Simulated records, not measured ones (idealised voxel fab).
Name of the process module below: voxel trench capacitor
Shown is cross-section cut, with a width of 275 nm and square cells of size 5 nm.
Cross-section layout: square cells on a grid; listed as bands, top to bottom; a band spans one or more cell rows. Within each band entry, the heights of the top and of the bottom of the band appear first, in that order and in nm; the materials of the band then follow from left to right, each with its corresponding width in nm. The designation "full width" on a single material indicates that it fills the band from edge to edge; the designation "air" indicates empty space. Heights from 0 (as-received wafer is one material below). Bottom band endless downward, as "0..down". So if you see something like "30->40" for the width, read it as the top row of the band sitting at the first number and the bottom row at the second, with every row in between moving by the same amount as the last. Where a step carries "stayed the same", the cross-section came out of it unchanged, cell for cell. Closed empty spaces (no open way to the top) of 8 cells or more are what "Closed voids list" lists, each as width x height at distance from the left edge, nm for all three. On each step's line, the part that comes after the settings is the simulator's own comment on the step. The "overlay nm" setting may appear on a step's line; for a step that uses a mask, it gives how far to the right of its planned position the mask lay, and a negative value indicates the left.
Here's what the planned process steps look like:
| 1 | RECEIVE (material Si) |
| 2 | CONFORMAL_DEP (material SiN; thk nm 10) |
| 3 | MASKED_ETCH (tone open; mask id TRENCH; width nm 30; pitch nm 60; etch materials SiN; depth nm 10; overlay nm 0) |
| 4 | MASKED_ETCH (tone open; mask id TRENCH; width nm 30; pitch nm 60; etch materials Si; depth nm 25; overlay nm 0) |
| 5 | CONFORMAL_DEP (material Al2O3; thk nm 5) |
| 6 | CONFORMAL_DEP (material TiN; thk nm 5) |
| 7 | FILL_DEP (material W; thk nm 10) |
| 8 | CMP (height nm 10) |
Delivered wafer in cross-section: state after step 1:
* 0..down | Si full width
* Closed voids list: none
Post-module cross-section: identical start and plan to those above, one misstep in execution:
* 10..0 | SiN: 35 | Al2O3: 5 | TiN: 5 | W: 5 | TiN: 5 | Al2O3: 5 | SiN: 35 | Al2O3: 5 | TiN: 5 | W: 5 | TiN: 5 | Al2O3: 5 | SiN: 35 | Al2O3: 5 | TiN: 5 | W: 5 | TiN: 5 | Al2O3: 5 | SiN: 35 | Al2O3: 5 | TiN: 5 | W: 5 | TiN: 5 | Al2O3: 5 | SiN: 35
* 0..-15 | Si: 35 | Al2O3: 5 | TiN: 5 | W: 5 | TiN: 5 | Al2O3: 5 | Si: 35 | Al2O3: 5 | TiN: 5 | W: 5 | TiN: 5 | Al2O3: 5 | Si: 35 | Al2O3: 5 | TiN: 5 | W: 5 | TiN: 5 | Al2O3: 5 | Si: 35 | Al2O3: 5 | TiN: 5 | W: 5 | TiN: 5 | Al2O3: 5 | Si: 35
* -15..-20 | Si: 35 | Al2O3: 5 | TiN: 15 | Al2O3: 5 | Si: 35 | Al2O3: 5 | TiN: 15 | Al2O3: 5 | Si: 35 | Al2O3: 5 | TiN: 15 | Al2O3: 5 | Si: 35 | Al2O3: 5 | TiN: 15 | Al2O3: 5 | Si: 35
* -20..-25 | Si: 35 | Al2O3: 25 | Si: 35 | Al2O3: 25 | Si: 35 | Al2O3: 25 | Si: 35 | Al2O3: 25 | Si: 35
* -25..down | Si full width
* Closed voids list: none
Which mistake was made when the wafer was run? step 3 off recipe, ran as MASKED_ETCH (tone open; mask id TRENCH; width nm 25; pitch nm 60; etch materials SiN; depth nm 10; overlay nm 0)
